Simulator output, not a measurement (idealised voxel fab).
process module | voxel fin reveal
cross-section cut | 275 nm wide | cells 5 nm
A cross-section is a grid of square cells, given in bands from the top down. A band is one or more rows of cells.
Each band's line starts with the height of the band's top and of its bottom, in nm. Then come its materials from left to right, each with its width in nm. One material with "throughout" fills the band from edge to edge. "air" is empty space.
Height 0 is the level under which the wafer as received is all one material. The lowest band goes on downwards, as in "0 down".
A width such as "30 to 40" changes by the same amount from each row of cells to the next, from the band's top row to its bottom row.
"no change" after a step means that no cell of the cross-section changed.
closed voids: empty space of 8 cells or more with no open way to the top, each as width x height at its distance from the left edge, in nm
after a step's settings: what the simulator itself notes on the step
overlay nm, on a step with a mask: how far to the right of its planned place the mask lay; to the left if negative
Each pair below shows a cross-section before one step and the cross-section after it, down to the lowest band that changed. The line under each pair gives the step between them, with its settings. The pairs can come from different runs of this module on the same starting wafer, so a pair continues from the pair above only where its "before" says so.
before
  0 down: Si throughout
  closed voids: none
after
  5 to 0: SiN throughout
  below 0: unchanged
  closed voids: none
the step between: op CONFORMAL_DEP | material SiN | thk nm 5
before: the cross-section after the pair above
after
  5 to 0: air 110 | SiN 15 | air 25 | SiN 15 | air 110
  below 0: unchanged
  closed voids: none
the step between: op MASKED_ETCH | tone cover | mask id FINS | width nm 15 | pitch nm 40 | etch materials SiN | depth nm 5 | overlay nm 0
before: the cross-section after the pair above
after
  5 to 0: air 110 | SiN 15 | air 25 | SiN 15 | air 110
  0 to -30: air 110 | Si 15 | air 25 | Si 15 | air 110
  below -30: unchanged
  closed voids: none
the step between: op MASKED_ETCH | tone cover | mask id FINS | width nm 15 | pitch nm 40 | etch materials Si | depth nm 30 | overlay nm 0
before: the cross-section after the pair above
after
  5 to 0: air 110 | SiN 15 | air 25 | SiN 15 | air 110
  0 to -30: air 110 | SiO2 5 | Si 5 | SiO2 5 | air 25 | SiO2 5 | Si 5 | SiO2 5 | air 110
  -30 to -35: SiO2 115 | Si 5 | SiO2 35 | Si 5 | SiO2 115
  below -35: unchanged
  closed voids: none
the step between: op OXIDIZE | depth nm 5
before: the cross-section after the pair above
after
  20 to 5: SiO2 throughout
  5 to 0: SiO2 110 | SiN 15 | SiO2 25 | SiN 15 | SiO2 110
  0 to -35: SiO2 115 | Si 5 | SiO2 35 | Si 5 | SiO2 115
  below -35: unchanged
  closed voids: none
the step between: op FILL_DEP | material SiO2 | thk nm 15
before: the cross-section after the pair above
after
  5 to 0: SiO2 110 | SiN 15 | SiO2 25 | SiN 15 | SiO2 110
  below 0: unchanged
  closed voids: none
the step between: op CMP | height nm 5
before: the cross-section after the pair above
after
  5 to 0: air 110 | SiN 15 | air 25 | SiN 15 | air 110
  0 to -10: air 115 | Si 5 | air 35 | Si 5 | air 115
  below -10: unchanged
  closed voids: none
the step between: op SELECTIVE_ETCH | etch materials SiO2 | depth nm 15
before: the cross-section after the pair above
after
  0 to -10: air 115 | Si 5 | air 35 | Si 5 | air 115
  below -10: unchanged
  closed voids: none
the step between: op STRIP | etch materials SiN
before: the cross-section after the pair above
after
  5 to 0: air 110 | SiO2 15 | air 25 | SiO2 15 | air 110
  0 to -5: air 110 | SiO2 5 | Si 5 | SiO2 5 | air 25 | SiO2 5 | Si 5 | SiO2 5 | air 110
  -5 to -35: SiO2 115 | Si 5 | SiO2 35 | Si 5 | SiO2 115
  below -35: unchanged
  closed voids: none
the step between: op CONFORMAL_DEP | material SiO2 | thk nm 5
before
  5 to 0: air 110 | SiN 15 | air 25 | SiN 15 | air 110
  0 to -10: air 115 | Si 5 | air 35 | Si 5 | air 115
  -10 to -35: SiO2 115 | Si 5 | SiO2 35 | Si 5 | SiO2 115
  -35 down: Si throughout
  closed voids: none
after
  5 to 0: air 110 | SiN 15 | air 25 | SiN 15 | air 110
  0 to -25: air 115 | Si 5 | air 35 | Si 5 | air 115
  below -25: unchanged
  closed voids: none
the step between: op SELECTIVE_ETCH | etch materials SiO2 | depth nm 15
before: the cross-section after the pair above
after
  0 to -25: air 115 | Si 5 | air 35 | Si 5 | air 115
  below -25: unchanged
  closed voids: none
the step between: op STRIP | etch materials SiN
before: the cross-section after the pair above
after
  5 to 0: air 110 | SiO2 15 | air 25 | SiO2 15 | air 110
  0 to -20: air 110 | SiO2 5 | Si 5 | SiO2 5 | air 25 | SiO2 5 | Si 5 | SiO2 5 | air 110
  -20 to -35: SiO2 115 | Si 5 | SiO2 35 | Si 5 | SiO2 115
  below -35: unchanged
  closed voids: none
the step between: op CONFORMAL_DEP | material SiO2 | thk nm 5
before
  5 to 0: SiO2 110 | SiN 15 | SiO2 25 | SiN 15 | SiO2 110
  0 to -35: SiO2 115 | Si 5 | SiO2 35 | Si 5 | SiO2 115
  -35 down: Si throughout
  closed voids: none
after
  5 to 0: SiO2 110 | air 15 | SiO2 25 | air 15 | SiO2 110
  below 0: unchanged
  closed voids: none
the step between: op STRIP | etch materials SiN
before: the cross-section after the pair above
after
  0 to -10: air 115 | Si 5 | air 35 | Si 5 | air 115
  -10 to -15: SiO2 95 | air 20 | Si 5 | air 35 | Si 5 | air 20 | SiO2 95
  below -15: unchanged
  closed voids: none
the step between: op SELECTIVE_ETCH | etch materials SiO2 | depth nm 15
before: the cross-section after the pair above
after
  5 to 0: air 110 | SiO2 15 | air 25 | SiO2 15 | air 110
  0 to -5: air 110 | SiO2 5 | Si 5 | SiO2 5 | air 25 | SiO2 5 | Si 5 | SiO2 5 | air 110
  -5 to -10: SiO2 100 | air 10 | SiO2 5 | Si 5 | SiO2 5 | air 25 | SiO2 5 | Si 5 | SiO2 5 | air 10 | SiO2 100
  -10 to -35: SiO2 115 | Si 5 | SiO2 35 | Si 5 | SiO2 115
  below -35: unchanged
  closed voids: none
the step between: op CONFORMAL_DEP | material SiO2 | thk nm 5
before
  5 to 0: air 110 | SiN 15 | air 25 | SiN 15 | air 110
  0 down: Si throughout
  closed voids: none
after
  5 to 0: air 110 | SiN 15 | air 25 | SiN 15 | air 110
  0 to -40: air 110 | Si 15 | air 25 | Si 15 | air 110
  below -40: unchanged
  closed voids: none
the step between: op MASKED_ETCH | tone cover | mask id FINS | width nm 15 | pitch nm 40 | etch materials Si | depth nm 40 | overlay nm 0
before: the cross-section after the pair above
after
  5 to 0: air 110 | SiN 15 | air 25 | SiN 15 | air 110
  0 to -40: air 110 | SiO2 5 | Si 5 | SiO2 5 | air 25 | SiO2 5 | Si 5 | SiO2 5 | air 110
  -40 to -45: SiO2 115 | Si 5 | SiO2 35 | Si 5 | SiO2 115
  below -45: unchanged
  closed voids: none
the step between: op OXIDIZE | depth nm 5
before: the cross-section after the pair above
after
  20 to 5: SiO2 throughout
  5 to 0: SiO2 110 | SiN 15 | SiO2 25 | SiN 15 | SiO2 110
  0 to -45: SiO2 115 | Si 5 | SiO2 35 | Si 5 | SiO2 115
  below -45: unchanged
  closed voids: none
the step between: op FILL_DEP | material SiO2 | thk nm 15
before: the cross-section after the pair above
after
  5 to 0: SiO2 110 | SiN 15 | SiO2 25 | SiN 15 | SiO2 110
  below 0: unchanged
  closed voids: none
the step between: op CMP | height nm 5
before: the cross-section after the pair above
after
  5 to 0: air 110 | SiN 15 | air 25 | SiN 15 | air 110
  0 to -10: air 115 | Si 5 | air 35 | Si 5 | air 115
  below -10: unchanged
  closed voids: none
the step between: op SELECTIVE_ETCH | etch materials SiO2 | depth nm 15
before: the cross-section after the pair above
after
  0 to -10: air 115 | Si 5 | air 35 | Si 5 | air 115
  below -10: unchanged
  closed voids: none
the step between: op STRIP | etch materials SiN
before: the cross-section after the pair above
after
  5 to 0: air 110 | SiO2 15 | air 25 | SiO2 15 | air 110
  0 to -5: air 110 | SiO2 5 | Si 5 | SiO2 5 | air 25 | SiO2 5 | Si 5 | SiO2 5 | air 110
  -5 to -45: SiO2 115 | Si 5 | SiO2 35 | Si 5 | SiO2 115
  below -45: unchanged
  closed voids: none
the step between: op CONFORMAL_DEP | material SiO2 | thk nm 5
before
  5 to 0: SiN throughout
  0 down: Si throughout
  closed voids: none
after
  5 to 0: air 105 | SiN 25 | air 15 | SiN 25 | air 105
  below 0: unchanged
  closed voids: none
the step between: op MASKED_ETCH | tone cover | mask id FINS | width nm 25 | pitch nm 40 | etch materials SiN | depth nm 5 | overlay nm 0
before: the cross-section after the pair above
after
  5 to 0: air 105 | SiN 25 | air 15 | SiN 25 | air 105
  0 to -30: air 105 | Si 25 | air 15 | Si 25 | air 105
  below -30: unchanged
  closed voids: none
the step between: op MASKED_ETCH | tone cover | mask id FINS | width nm 15 | pitch nm 40 | etch materials Si | depth nm 30 | overlay nm 0
before: the cross-section after the pair above
after
  5 to 0: air 105 | SiN 25 | air 15 | SiN 25 | air 105
  0 to -30: air 105 | SiO2 5 | Si 15 | SiO2 5 | air 15 | SiO2 5 | Si 15 | SiO2 5 | air 105
  -30 to -35: SiO2 110 | Si 15 | SiO2 25 | Si 15 | SiO2 110
  below -35: unchanged
  closed voids: none
the step between: op OXIDIZE | depth nm 5
before: the cross-section after the pair above
after
  20 to 5: SiO2 throughout
  5 to 0: SiO2 105 | SiN 25 | SiO2 15 | SiN 25 | SiO2 105
  0 to -35: SiO2 110 | Si 15 | SiO2 25 | Si 15 | SiO2 110
  below -35: unchanged
  closed voids: none
the step between: op FILL_DEP | material SiO2 | thk nm 15
before: the cross-section after the pair above
after
  5 to 0: SiO2 105 | SiN 25 | SiO2 15 | SiN 25 | SiO2 105
  below 0: unchanged
  closed voids: none
the step between: op CMP | height nm 5
before: the cross-section after the pair above
after
  5 to 0: air 105 | SiN 25 | air 15 | SiN 25 | air 105
  0 to -10: air 110 | Si 15 | air 25 | Si 15 | air 110
  below -10: unchanged
  closed voids: none
the step between: op SELECTIVE_ETCH | etch materials SiO2 | depth nm 15
before: the cross-section after the pair above
after
  0 to -10: air 110 | Si 15 | air 25 | Si 15 | air 110
  below -10: unchanged
  closed voids: none
the step between: op STRIP | etch materials SiN
before: the cross-section after the pair above
after
  5 to 0: air 105 | SiO2 25 | air 15 | SiO2 25 | air 105
  0 to -5: air 105 | SiO2 5 | Si 15 | SiO2 5 | air 15 | SiO2 5 | Si 15 | SiO2 5 | air 105
  -5 to -35: SiO2 110 | Si 15 | SiO2 25 | Si 15 | SiO2 110
  below -35: unchanged
  closed voids: none
the step between: op CONFORMAL_DEP | material SiO2 | thk nm 5
before
  5 to 0: air 110 | SiN 15 | air 25 | SiN 15 | air 110
  0 down: Si throughout
  closed voids: none
after
  5 to 0: air 110 | SiN 15 | air 25 | SiN 15 | air 110
  0 to -30: air 100 | Si 25 | air 15 | Si 25 | air 110
  below -30: unchanged
  closed voids: none
the step between: op MASKED_ETCH | tone cover | mask id FINS | width nm 15 | pitch nm 40 | etch materials Si | depth nm 30 | overlay nm -10
before: the cross-section after the pair above
after
  5 to 0: air 110 | SiN 15 | air 25 | SiN 15 | air 110
  0 to -5: air 100 | SiO2 15 | Si 5 | SiO2 5 | air 15 | SiO2 15 | Si 5 | SiO2 5 | air 110
  -5 to -30: air 100 | SiO2 5 | Si 15 | SiO2 5 | air 15 | SiO2 5 | Si 15 | SiO2 5 | air 110
  -30 to -35: SiO2 105 | Si 15 | SiO2 25 | Si 15 | SiO2 115
  below -35: unchanged
  closed voids: none
the step between: op OXIDIZE | depth nm 5
before: the cross-section after the pair above
after
  20 to 5: SiO2 throughout
  5 to 0: SiO2 110 | SiN 15 | SiO2 25 | SiN 15 | SiO2 110
  0 to -5: SiO2 115 | Si 5 | SiO2 35 | Si 5 | SiO2 115
  -5 to -35: SiO2 105 | Si 15 | SiO2 25 | Si 15 | SiO2 115
  below -35: unchanged
  closed voids: none
the step between: op FILL_DEP | material SiO2 | thk nm 15
before: the cross-section after the pair above
after
  5 to 0: SiO2 110 | SiN 15 | SiO2 25 | SiN 15 | SiO2 110
  below 0: unchanged
  closed voids: none
the step between: op CMP | height nm 5
before: the cross-section after the pair above
after
  5 to 0: air 110 | SiN 15 | air 25 | SiN 15 | air 110
  0 to -10: air 115 to 105 | Si 5 to 15 | air 35 to 25 | Si 5 to 15 | air 115
  below -10: unchanged
  closed voids: none
the step between: op SELECTIVE_ETCH | etch materials SiO2 | depth nm 15
before: the cross-section after the pair above
after
  0 to -10: air 115 to 105 | Si 5 to 15 | air 35 to 25 | Si 5 to 15 | air 115
  below -10: unchanged
  closed voids: none
the step between: op STRIP | etch materials SiN
before: the cross-section after the pair above
after
  5 to 0: air 110 | SiO2 15 | air 25 | SiO2 15 | air 110
  0 to -5: air 100 | SiO2 15 | Si 5 | SiO2 5 | air 15 | SiO2 15 | Si 5 | SiO2 5 | air 110
  -5 to -35: SiO2 105 | Si 15 | SiO2 25 | Si 15 | SiO2 115
  below -35: unchanged
  closed voids: none
the step between: op CONFORMAL_DEP | material SiO2 | thk nm 5
before
  5 to 0: air 110 | SiN 15 | air 25 | SiN 15 | air 110
  0 to -10: air 115 | Si 5 | air 35 | Si 5 | air 115
  -10 to -35: SiO2 115 | Si 5 | SiO2 35 | Si 5 | SiO2 115
  -35 down: Si throughout
  closed voids: none
after
  5 to 0: air 110 | SiN 15 | air 25 | SiN 15 | air 110
  0 to -35: air 115 | Si 5 | air 35 | Si 5 | air 115
  below -35: unchanged
  closed voids: none
the step between: op STRIP | etch materials SiO2
before: the cross-section after the pair above
after
  10 to 5: air 105 | SiO2 25 | air 15 | SiO2 25 | air 105
  5 to 0: air 105 | SiO2 5 | SiN 15 | SiO2 5 | air 15 | SiO2 5 | SiN 15 | SiO2 5 | air 105
  0 to -5: air 105 | SiO2 10 | Si 5 | SiO2 10 | air 15 | SiO2 10 | Si 5 | SiO2 10 | air 105
  -5 to -30: air 110 | SiO2 5 | Si 5 | SiO2 5 | air 25 | SiO2 5 | Si 5 | SiO2 5 | air 110
  -30 to -35: SiO2 115 | Si 5 | SiO2 35 | Si 5 | SiO2 115
  below -35: unchanged
  closed voids: none
the step between: op CONFORMAL_DEP | material SiO2 | thk nm 5
before
  5 to 0: SiN throughout
  0 down: Si throughout
  closed voids: none
after
  5 to 0: SiN 110 | air 15 | SiN 25 | air 15 | SiN 110
  below 0: unchanged
  closed voids: none
the step between: op MASKED_ETCH | tone open | mask id FINS | width nm 15 | pitch nm 40 | etch materials SiN | depth nm 5 | overlay nm 0
before: the cross-section after the pair above
after
  5 to 0: SiN 110 | air 15 | SiN 25 | air 15 | SiN 110
  0 to -5: Si 105 | SiO2 25 | Si 15 | SiO2 25 | Si 105
  below -5: unchanged
  closed voids: none
the step between: op OXIDIZE | depth nm 5
before: the cross-section after the pair above
after
  20 to 5: SiO2 throughout
  5 to 0: SiN 110 | SiO2 15 | SiN 25 | SiO2 15 | SiN 110
  below 0: unchanged
  closed voids: none
the step between: op FILL_DEP | material SiO2 | thk nm 15
before: the cross-section after the pair above
after
  5 to 0: SiN 110 | SiO2 15 | SiN 25 | SiO2 15 | SiN 110
  below 0: unchanged
  closed voids: none
the step between: op CMP | height nm 5
before: the cross-section after the pair above
after
  5 to 0: SiN 110 | air 15 | SiN 25 | air 15 | SiN 110
  0 to -5: Si 105 | air 25 | Si 15 | air 25 | Si 105
  below -5: unchanged
  closed voids: none
the step between: op SELECTIVE_ETCH | etch materials SiO2 | depth nm 15
before: the cross-section after the pair above
after
  0 to -5: Si 105 | air 25 | Si 15 | air 25 | Si 105
  below -5: unchanged
  closed voids: none
the step between: op STRIP | etch materials SiN
before: the cross-section after the pair above
after
  5 to 0: SiO2 110 | air 15 | SiO2 25 | air 15 | SiO2 110
  0 to -5: Si 105 | SiO2 25 | Si 15 | SiO2 25 | Si 105
  below -5: unchanged
  closed voids: none
the step between: op CONFORMAL_DEP | material SiO2 | thk nm 5
